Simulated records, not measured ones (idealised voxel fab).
Name of the process module below: voxel capacitor over wiring
Pictured: cross-section cut, 215 nm wide, on a grid of 5 nm square cells.
Format of a cross-section: grid, square cells. Given as bands. Order: top down. Band: one or more rows of cells. This entry defines a band. It first specifies the height of the band's top and the height of its bottom in nm, and then specifies the band's materials from left to right, stating each material with its width in nm. The word "full width" identifies a single material that fills the band from edge to edge, while the word "air" identifies empty space. Heights are expressed relative to 0, this being the level below which the as-received wafer comprises one material exclusively. The lowest band is unbounded in the downward direction and is denoted as in "0 and below". The two numbers in a width such as "30 to 40" mark its ends across the band: the first belongs to the top row of cells, the second to the bottom row, and from each row to the next the width moves by the same amount. Reading "nothing different" for a step: not a cell of the cross-section changed in it. "Enclosed void catalog" enumerates empty spaces isolated from the top, with no open way to it, that contain at least 8 cells, giving each as width x height at distance from the left edge, all three in nm. Post-settings text on a step line: simulator's own remark regarding the step. "overlay nm" answers the question of how far to the right of plan the mask lay on a step that has a mask, and when it is negative the answer is to the left.

-- The process steps that were planned are listed below
1. RECEIVE: material Si
2. CONFORMAL_DEP: material SiO2, thk nm 15
3. CONFORMAL_DEP: material SiN, thk nm 5
4. DIRECTIONAL_DEP: material SiO2, thk nm 25
5. PATTERN: tone open, mask id METAL_1, material resist, width nm 25, pitch nm 80, thk nm 15, overlay nm 0
6. DIRECTIONAL_ETCH: etch materials SiO2, depth nm 25
7. DIRECTIONAL_ETCH: etch materials SiN, depth nm 5
8. STRIP: etch materials resist
9. CONFORMAL_DEP: material TiN, thk nm 5
10. FILL_DEP: material W, thk nm 10
11. CMP: height nm 45
12. EPI: material Ru, thk nm 5
13. FILL_DEP: material SiCN, thk nm 5
14. DIRECTIONAL_DEP: material lowk, thk nm 15
15. PATTERN: tone open, mask id PLUG_1, material resist, width nm 15, thk nm 15, overlay nm 0
16. DIRECTIONAL_ETCH: etch materials lowk, depth nm 15
17. DIRECTIONAL_ETCH: etch materials SiCN, depth nm 5
18. STRIP: etch materials resist
19. EPI: material Ru, thk nm 10
20. EPI: material Ru, thk nm 10
21. DIRECTIONAL_DEP: material TiN, thk nm 5
22. DIRECTIONAL_DEP: material HfO2, thk nm 5
23. DIRECTIONAL_DEP: material TiN, thk nm 5
24. PATTERN: tone cover, mask id UPPER_PLATE, material resist, width nm 60, thk nm 20, overlay nm 0
25. DIRECTIONAL_ETCH: etch materials TiN, depth nm 5
26. DIRECTIONAL_ETCH: etch materials HfO2, depth nm 5
27. STRIP: etch materials resist
28. PATTERN: tone cover, mask id LOWER_PLATE, material resist, width nm 70, thk nm 20, overlay nm 0
29. DIRECTIONAL_ETCH: etch materials TiN, depth nm 5
30. STRIP: etch materials resist
31. FILL_DEP: material SiO2, thk nm 20
32. CMP: height nm 100
33. MASKED_ETCH: tone open, mask id PLUG_2, width nm 15, etch materials SiO2, depth nm 15, overlay nm 0
34. CONFORMAL_DEP: material TiN, thk nm 5
35. FILL_DEP: material Ru, thk nm 10
36. CMP: height nm 100
37. CONFORMAL_DEP: material SiCN, thk nm 5

-- First wafer of two (run as planned)

-- Shown in cross-section is the wafer as received, that is, as it stands after step 1
- 0 and below = Si full width
- Enclosed void catalog: none

-- Cross-section of the wafer after step 2
- 15 down to 0 = SiO2 full width
- No changes below 0.

-- Cross-section of the wafer after step 3
- 20 down to 15 = SiN full width
- No changes below 15.

-- Cross-section of the wafer after step 4
- 45 down to 20 = SiO2 full width
- No changes below 20.

-- Cross-section of the wafer after step 5
- 60 down to 45 = 55 resist / 25 air / 55 resist / 25 air / 55 resist
- No changes below 45.

-- Cross-section of the wafer after step 6
- 60 down to 45 = 55 resist / 25 air / 55 resist / 25 air / 55 resist
- 45 down to 20 = 55 SiO2 / 25 air / 55 SiO2 / 25 air / 55 SiO2
- No changes below 20.

-- Cross-section of the wafer after step 7
- 60 down to 45 = 55 resist / 25 air / 55 resist / 25 air / 55 resist
- 45 down to 20 = 55 SiO2 / 25 air / 55 SiO2 / 25 air / 55 SiO2
- 20 down to 15 = 55 SiN / 25 air / 55 SiN / 25 air / 55 SiN
- No changes below 15.

-- Cross-section of the wafer after step 8
- 45 down to 20 = 55 SiO2 / 25 air / 55 SiO2 / 25 air / 55 SiO2
- No changes below 20.

-- Cross-section of the wafer after step 9
- 50 down to 45 = 60 TiN / 15 air / 65 TiN / 15 air / 60 TiN
- 45 down to 20 = 55 SiO2 / 5 TiN / 15 air / 5 TiN / 55 SiO2 / 5 TiN / 15 air / 5 TiN / 55 SiO2
- 20 down to 15 = 55 SiN / 25 TiN / 55 SiN / 25 TiN / 55 SiN
- No changes below 15.

-- Cross-section of the wafer after step 10
- 60 down to 50 = W full width
- 50 down to 45 = 60 TiN / 15 W / 65 TiN / 15 W / 60 TiN
- 45 down to 20 = 55 SiO2 / 5 TiN / 15 W / 5 TiN / 55 SiO2 / 5 TiN / 15 W / 5 TiN / 55 SiO2
- No changes below 20.

-- Cross-section of the wafer after step 11
- 45 down to 20 = 55 SiO2 / 5 TiN / 15 W / 5 TiN / 55 SiO2 / 5 TiN / 15 W / 5 TiN / 55 SiO2
- No changes below 20.

-- Cross-section of the wafer after step 12
- 50 down to 45 = 50 air / 35 Ru / 45 air / 35 Ru / 50 air
- No changes below 45.

-- Cross-section of the wafer after step 13
- 55 down to 50 = SiCN full width
- 50 down to 45 = 50 SiCN / 35 Ru / 45 SiCN / 35 Ru / 50 SiCN
- No changes below 45.

-- Cross-section of the wafer after step 14
- 70 down to 55 = lowk full width
- No changes below 55.

-- Cross-section of the wafer after step 15
- 85 down to 70 = 65 resist / 15 air / 135 resist
- No changes below 70.

-- Cross-section of the wafer after step 16
- 85 down to 70 = 65 resist / 15 air / 135 resist
- 70 down to 55 = 65 lowk / 15 air / 135 lowk
- No changes below 55.

-- Cross-section of the wafer after step 17
- 85 down to 70 = 65 resist / 15 air / 135 resist
- 70 down to 55 = 65 lowk / 15 air / 135 lowk
- 55 down to 50 = 65 SiCN / 15 air / 135 SiCN
- No changes below 50.

-- Cross-section of the wafer after step 18
- 70 down to 55 = 65 lowk / 15 air / 135 lowk
- No changes below 55.

-- Cross-section of the wafer after step 19
- 70 down to 60 = 65 lowk / 15 air / 135 lowk
- 60 down to 55 = 65 lowk / 15 Ru / 135 lowk
- 55 down to 50 = 65 SiCN / 15 Ru / 135 SiCN
- No changes below 50.

-- Cross-section of the wafer after step 20
- 70 down to 55 = 65 lowk / 15 Ru / 135 lowk
- No changes below 55.

-- Cross-section of the wafer after step 21
- 75 down to 70 = TiN full width
- No changes below 70.

-- Cross-section of the wafer after step 22
- 80 down to 75 = HfO2 full width
- No changes below 75.

-- Cross-section of the wafer after step 23
- 85 down to 80 = TiN full width
- No changes below 80.

-- Cross-section of the wafer after step 24
- 105 down to 85 = 65 air / 60 resist / 90 air
- No changes below 85.

-- Cross-section of the wafer after step 25
- 105 down to 85 = 65 air / 60 resist / 90 air
- 85 down to 80 = 65 air / 60 TiN / 90 air
- No changes below 80.

-- Cross-section of the wafer after step 26
- 105 down to 85 = 65 air / 60 resist / 90 air
- 85 down to 80 = 65 air / 60 TiN / 90 air
- 80 down to 75 = 65 air / 60 HfO2 / 90 air
- No changes below 75.

-- Cross-section of the wafer after step 27
- 85 down to 80 = 65 air / 60 TiN / 90 air
- No changes below 80.

-- Cross-section of the wafer after step 28
- 105 down to 85 = 60 air / 70 resist / 85 air
- 85 down to 80 = 60 air / 5 resist / 60 TiN / 5 resist / 85 air
- 80 down to 75 = 60 air / 5 resist / 60 HfO2 / 5 resist / 85 air
- No changes below 75.

-- Cross-section of the wafer after step 29
- 105 down to 85 = 60 air / 70 resist / 85 air
- 85 down to 80 = 60 air / 5 resist / 60 TiN / 5 resist / 85 air
- 80 down to 75 = 60 air / 5 resist / 60 HfO2 / 5 resist / 85 air
- 75 down to 70 = 60 air / 70 TiN / 85 air
- No changes below 70.

-- Cross-section of the wafer after step 30
- 85 down to 80 = 65 air / 60 TiN / 90 air
- 80 down to 75 = 65 air / 60 HfO2 / 90 air
- No changes below 75.

-- Cross-section of the wafer after step 31
- 105 down to 85 = SiO2 full width
- 85 down to 80 = 65 SiO2 / 60 TiN / 90 SiO2
- 80 down to 75 = 65 SiO2 / 60 HfO2 / 90 SiO2
- 75 down to 70 = 60 SiO2 / 70 TiN / 85 SiO2
- No changes below 70.

-- Cross-section of the wafer after step 32
- 100 down to 85 = SiO2 full width
- No changes below 85.

-- Cross-section of the wafer after step 33
- 100 down to 85 = 75 SiO2 / 15 air / 125 SiO2
- No changes below 85.

-- Cross-section of the wafer after step 34
- 105 down to 100 = 80 TiN / 5 air / 130 TiN
- 100 down to 90 = 75 SiO2 / 5 TiN / 5 air / 5 TiN / 125 SiO2
- 90 down to 80 = 75 to 65 SiO2 / 15 to 60 TiN / 125 to 90 SiO2
- No changes below 80.

-- Cross-section of the wafer after step 35
- 115 down to 105 = Ru full width
- 105 down to 100 = 80 TiN / 5 Ru / 130 TiN
- 100 down to 90 = 75 SiO2 / 5 TiN / 5 Ru / 5 TiN / 125 SiO2
- No changes below 90.

-- Cross-section of the wafer after step 36
- 100 down to 90 = 75 SiO2 / 5 TiN / 5 Ru / 5 TiN / 125 SiO2
- No changes below 90.

-- Cross-section of the wafer after step 37
- 105 down to 100 = SiCN full width
- No changes below 100.

-- The second wafer began exactly as the first did and followed the same plan, but one mistake was made while running it; through step 27 inclusive, the two wafers are identical

-- Cross-sectional representation of the second wafer at the time designated in the plan for the completion of step 28
- 105 down to 85 = 55 air / 80 resist / 80 air
- 85 down to 80 = 55 air / 10 resist / 60 TiN / 10 resist / 80 air
- 80 down to 75 = 55 air / 10 resist / 60 HfO2 / 10 resist / 80 air
- No changes below 75.

-- Cross-sectional representation of the second wafer at the time designated in the plan for the completion of step 29
- 105 down to 85 = 55 air / 80 resist / 80 air
- 85 down to 80 = 55 air / 10 resist / 60 TiN / 10 resist / 80 air
- 80 down to 75 = 55 air / 10 resist / 60 HfO2 / 10 resist / 80 air
- 75 down to 70 = 55 air / 80 TiN / 80 air
- No changes below 70.

-- Cross-sectional representation of the second wafer at the time designated in the plan for the completion of step 30
- 85 down to 80 = 65 air / 60 TiN / 90 air
- 80 down to 75 = 65 air / 60 HfO2 / 90 air
- No changes below 75.

-- Cross-sectional representation of the second wafer at the time designated in the plan for the completion of step 31
- 105 down to 85 = SiO2 full width
- 85 down to 80 = 65 SiO2 / 60 TiN / 90 SiO2
- 80 down to 75 = 65 SiO2 / 60 HfO2 / 90 SiO2
- 75 down to 70 = 55 SiO2 / 80 TiN / 80 SiO2
- No changes below 70.

-- Cross-sectional representation of the second wafer at the time designated in the plan for the completion of step 32
- 100 down to 85 = SiO2 full width
- No changes below 85.

-- Cross-sectional representation of the second wafer at the time designated in the plan for the completion of step 33
- 100 down to 85 = 75 SiO2 / 15 air / 125 SiO2
- No changes below 85.

-- Cross-sectional representation of the second wafer at the time designated in the plan for the completion of step 34
- 105 down to 100 = 80 TiN / 5 air / 130 TiN
- 100 down to 90 = 75 SiO2 / 5 TiN / 5 air / 5 TiN / 125 SiO2
- 90 down to 80 = 75 to 65 SiO2 / 15 to 60 TiN / 125 to 90 SiO2
- No changes below 80.

-- Cross-sectional representation of the second wafer at the time designated in the plan for the completion of step 35
- 115 down to 105 = Ru full width
- 105 down to 100 = 80 TiN / 5 Ru / 130 TiN
- 100 down to 90 = 75 SiO2 / 5 TiN / 5 Ru / 5 TiN / 125 SiO2
- No changes below 90.

-- Cross-sectional representation of the second wafer at the time designated in the plan for the completion of step 36
- 100 down to 90 = 75 SiO2 / 5 TiN / 5 Ru / 5 TiN / 125 SiO2
- No changes below 90.

-- Cross-sectional representation of the second wafer at the time designated in the plan for the completion of step 37
- 105 down to 100 = SiCN full width
- No changes below 100.
Misprocessing identified: step 28 was not run as planned; what actually ran was PATTERN: tone cover, mask id LOWER_PLATE, material resist, width nm 80, thk nm 20, overlay nm 0
Final comparison by cell count, materials where the second wafer has more or fewer than the first: 2 fewer of SiO2, 2 more of TiN
